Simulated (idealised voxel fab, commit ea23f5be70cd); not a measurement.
Name of the process module below: voxel wiring stack
Xsec cut, 275 nm wide, square cell size 5 nm.
If you're reading a cross-section in this doc, picture square cells in a grid; it comes to you as bands, top ones listed first down to the bottom, and a band can be one or more rows of cells.
Band entry format. Leading values: height of top, height of bottom, nm. Remainder: materials in left-to-right order, each with its width in nm. Special words: "everywhere" on a single material, which then fills the band edge to edge; "empty", empty space.
A quick word on heights: they are counted from 0, and under that level the wafer as it came to us is one material throughout. The lowest band is different from the rest in having no bottom; it simply continues downward, written as in "top 0, no bottom".
It should be noted that a width expressed as "30 to 40" varies in equal increments from row to row of cells within the band, taking the value of the first number at the top row and that of the second number at the bottom row.
A step reported as "nothing was modified" is a step in which no cell of the cross-section changed.
Empty spaces without an open route to the top, at least 8 cells in extent, make up the entry "Closed void register"; each is given as width x height at distance, where the distance is measured from the left edge, and all are in nm.
after a step's settings: what the simulator itself notes on the step
What "overlay nm" on a step's line means: if the step has a mask, that mask lay this far to the right of its planned place, or, when the value is negative, to the left.
The planned process steps are enumerated hereunder:
1: RECEIVE: material Si
2: CONFORMAL_DEP: material SiO2, thk nm 15
3: CONFORMAL_DEP: material SiCN, thk nm 5
4: DIRECTIONAL_DEP: material SiO2, thk nm 20
5: DIRECTIONAL_DEP: material aC, thk nm 15
6: PATTERN: tone open, mask id METAL_1, material resist, width nm 30, pitch nm 45, thk nm 30, overlay nm 0
7: DIRECTIONAL_ETCH: etch materials aC, depth nm 15
8: STRIP: etch materials resist
9: DIRECTIONAL_ETCH: etch materials SiO2, depth nm 20
10: DIRECTIONAL_ETCH: etch materials SiCN, depth nm 5
11: STRIP: etch materials aC
12: CONFORMAL_DEP: material TiN, thk nm 5
13: FILL_DEP: material Cu, thk nm 5
14: CMP: height nm 40
15: CONFORMAL_DEP: material SiCN, thk nm 5
16: DIRECTIONAL_DEP: material lowk, thk nm 30
17: PATTERN: tone open, mask id METAL_2, material resist, width nm 30, pitch nm 45, thk nm 15, overlay nm 0
18: DIRECTIONAL_ETCH: etch materials lowk, depth nm 15
19: STRIP: etch materials resist
20: PATTERN: tone open, mask id METAL_2_HOLES, material resist, width nm 15, pitch nm 90, thk nm 20, overlay nm 0
21: DIRECTIONAL_ETCH: etch materials lowk, depth nm 15
22: DIRECTIONAL_ETCH: etch materials SiCN, depth nm 5
23: STRIP: etch materials resist
24: CONFORMAL_DEP: material TiN, thk nm 5
25: FILL_DEP: material Cu, thk nm 5
26: CMP: height nm 75
27: CONFORMAL_DEP: material SiCN, thk nm 5
28: DIRECTIONAL_DEP: material lowk, thk nm 25
29: DIRECTIONAL_DEP: material aC, thk nm 15
30: PATTERN: tone open, mask id METAL_3, material resist, width nm 30, pitch nm 45, thk nm 30, overlay nm 0
31: DIRECTIONAL_ETCH: etch materials aC, depth nm 15
32: STRIP: etch materials resist
33: DIRECTIONAL_ETCH: etch materials lowk, depth nm 15
34: STRIP: etch materials aC
35: DIRECTIONAL_DEP: material aC, thk nm 10
36: PATTERN: tone open, mask id METAL_3_HOLES, material resist, width nm 15, pitch nm 90, thk nm 25, overlay nm 0
37: DIRECTIONAL_ETCH: etch materials aC, depth nm 10
38: STRIP: etch materials resist
39: DIRECTIONAL_ETCH: etch materials lowk, depth nm 10
40: DIRECTIONAL_ETCH: etch materials SiCN, depth nm 5
41: STRIP: etch materials aC
42: CONFORMAL_DEP: material TiN, thk nm 5
43: FILL_DEP: material Cu, thk nm 5
44: CMP: height nm 105
45: CONFORMAL_DEP: material SiCN, thk nm 5
Wafer as received: cross-section following step 1:
    top 0, no bottom | Si everywhere
    Closed void register: none
This is how the wafer looks in cross-section once the module is done, given the starting state and plan above and one mistake in carrying the plan out:
    top 110, bottom 105 | SiCN everywhere
    top 105, bottom 95 | 75 nm lowk | 5 nm TiN | 20 nm Cu | 5 nm TiN | 15 nm lowk | 5 nm TiN | 20 nm Cu | 5 nm TiN | 15 nm lowk | 5 nm TiN | 20 nm Cu | 5 nm TiN | 80 nm lowk
    top 95, bottom 90 | 75 nm lowk | 5 nm TiN | 5 nm Cu | 20 nm TiN | 15 nm lowk | 30 nm TiN | 15 nm lowk | 5 nm TiN | 5 nm Cu | 20 nm TiN | 80 nm lowk
    top 90, bottom 80 | 75 nm lowk | 5 nm TiN | 5 nm Cu | 5 nm TiN | 75 nm lowk | 5 nm TiN | 5 nm Cu | 5 nm TiN | 95 nm lowk
    top 80, bottom 75 | 75 nm SiCN | 15 nm TiN | 75 nm SiCN | 15 nm TiN | 95 nm SiCN
    top 75, bottom 65 | 75 nm lowk | 5 nm TiN | 20 nm Cu | 5 nm TiN | 15 nm lowk | 5 nm TiN | 20 nm Cu | 5 nm TiN | 15 nm lowk | 5 nm TiN | 20 nm Cu | 5 nm TiN | 80 nm lowk
    top 65, bottom 60 | 75 nm lowk | 5 nm TiN | 5 nm Cu | 20 nm TiN | 15 nm lowk | 30 nm TiN | 15 nm lowk | 5 nm TiN | 5 nm Cu | 20 nm TiN | 80 nm lowk
    top 60, bottom 45 | 75 nm lowk | 5 nm TiN | 5 nm Cu | 5 nm TiN | 75 nm lowk | 5 nm TiN | 5 nm Cu | 5 nm TiN | 95 nm lowk
    top 45, bottom 40 | 75 nm SiCN | 15 nm TiN | 75 nm SiCN | 15 nm TiN | 95 nm SiCN
    top 40, bottom 25 | 75 nm SiO2 | 5 nm TiN | 20 nm Cu | 5 nm TiN | 15 nm SiO2 | 5 nm TiN | 20 nm Cu | 5 nm TiN | 15 nm SiO2 | 5 nm TiN | 20 nm Cu | 5 nm TiN | 80 nm SiO2
    top 25, bottom 20 | 75 nm SiO2 | 30 nm TiN | 15 nm SiO2 | 30 nm TiN | 15 nm SiO2 | 30 nm TiN | 80 nm SiO2
    top 20, bottom 5 | SiO2 everywhere
    top 5, bottom 0 | SiCN everywhere
    top 0, no bottom | Si everywhere
    Closed void register: none
What broke from the plan during processing? step 3 occupied the plan position of step 2, and the converse holds as well
